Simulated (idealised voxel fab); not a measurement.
process module | voxel trench capacitor
cross-section cut | 245 nm wide | cells 5 nm
A cross-section is a grid of square cells, given in bands from the top down. A band is one or more rows of cells.
Each band's line starts with the height of the band's top and of its bottom, in nm. Then come its materials from left to right, each with its width in nm. One material with "throughout" fills the band from edge to edge. "air" is empty space.
Height 0 is the level under which the wafer as received is all one material. The lowest band goes on downwards, as in "0 down".
A width such as "30 to 40" changes by the same amount from each row of cells to the next, from the band's top row to its bottom row.
"no change" after a step means that no cell of the cross-section changed.
closed voids: empty space of 8 cells or more with no open way to the top, each as width x height at its distance from the left edge, in nm
after a step's settings: what the simulator itself notes on the step
overlay nm, on a step with a mask: how far to the right of its planned place the mask lay; to the left if negative
plan
1 op RECEIVE | material Si
2 op CONFORMAL_DEP | material SiN | thk nm 5
3 op DIRECTIONAL_DEP | material aC | thk nm 10
4 op PATTERN | tone open | mask id TRENCH | material resist | width nm 25 | pitch nm 40 | thk nm 25 | overlay nm -15
5 op DIRECTIONAL_ETCH | etch materials aC | depth nm 10
6 op STRIP | etch materials resist
7 op DIRECTIONAL_ETCH | etch materials SiN | depth nm 5
8 op DIRECTIONAL_ETCH | etch materials Si | depth nm 30
9 op STRIP | etch materials aC
10 op CONFORMAL_DEP | material HfO2 | thk nm 5
11 op CONFORMAL_DEP | material TiN | thk nm 5
12 op FILL_DEP | material W | thk nm 5
13 op CMP | height nm 5
varied across the wafers: overlay nm of step 4. The plan shows the first wafer's value. All wafers start alike
first wafer as received, after step 1
  0 down: Si throughout
  closed voids: none
first wafer at the end, after step 13
  5 to 0: SiN 55 | HfO2 5 | TiN 5 | W 5 | TiN 5 | HfO2 5 | SiN 15 | HfO2 5 | TiN 5 | W 5 | TiN 5 | HfO2 5 | SiN 15 | HfO2 5 | TiN 5 | W 5 | TiN 5 | HfO2 5 | SiN 85
  0 to -20: Si 55 | HfO2 5 | TiN 5 | W 5 | TiN 5 | HfO2 5 | Si 15 | HfO2 5 | TiN 5 | W 5 | TiN 5 | HfO2 5 | Si 15 | HfO2 5 | TiN 5 | W 5 | TiN 5 | HfO2 5 | Si 85
  -20 to -25: Si 55 | HfO2 5 | TiN 15 | HfO2 5 | Si 15 | HfO2 5 | TiN 15 | HfO2 5 | Si 15 | HfO2 5 | TiN 15 | HfO2 5 | Si 85
  -25 to -30: Si 55 | HfO2 25 | Si 15 | HfO2 25 | Si 15 | HfO2 25 | Si 85
  -30 down: Si throughout
  closed voids: none
last wafer at the end
  5 to 0: SiN 85 | HfO2 5 | TiN 5 | W 5 | TiN 5 | HfO2 5 | SiN 15 | HfO2 5 | TiN 5 | W 5 | TiN 5 | HfO2 5 | SiN 15 | HfO2 5 | TiN 5 | W 5 | TiN 5 | HfO2 5 | SiN 55
  0 to -20: Si 85 | HfO2 5 | TiN 5 | W 5 | TiN 5 | HfO2 5 | Si 15 | HfO2 5 | TiN 5 | W 5 | TiN 5 | HfO2 5 | Si 15 | HfO2 5 | TiN 5 | W 5 | TiN 5 | HfO2 5 | Si 55
  -20 to -25: Si 85 | HfO2 5 | TiN 15 | HfO2 5 | Si 15 | HfO2 5 | TiN 15 | HfO2 5 | Si 15 | HfO2 5 | TiN 15 | HfO2 5 | Si 55
  -25 to -30: Si 85 | HfO2 25 | Si 15 | HfO2 25 | Si 15 | HfO2 25 | Si 55
  -30 down: Si throughout
  closed voids: none
each wafer at the end: cells of each material gained (+) or lost (-) since it was received, then its closed voids
overlay nm -15 | +51 HfO2 | -90 Si | +34 SiN | +39 TiN | +15 W | closed voids: none
overlay nm -10 | +51 HfO2 | -90 Si | +34 SiN | +39 TiN | +15 W | closed voids: none
overlay nm -5 | +51 HfO2 | -90 Si | +34 SiN | +39 TiN | +15 W | closed voids: none
overlay nm 0 | +51 HfO2 | -90 Si | +34 SiN | +39 TiN | +15 W | closed voids: none
overlay nm 5 | +51 HfO2 | -90 Si | +34 SiN | +39 TiN | +15 W | closed voids: none
overlay nm 10 | +51 HfO2 | -90 Si | +34 SiN | +39 TiN | +15 W | closed voids: none
overlay nm 15 | +51 HfO2 | -90 Si | +34 SiN | +39 TiN | +15 W | closed voids: none
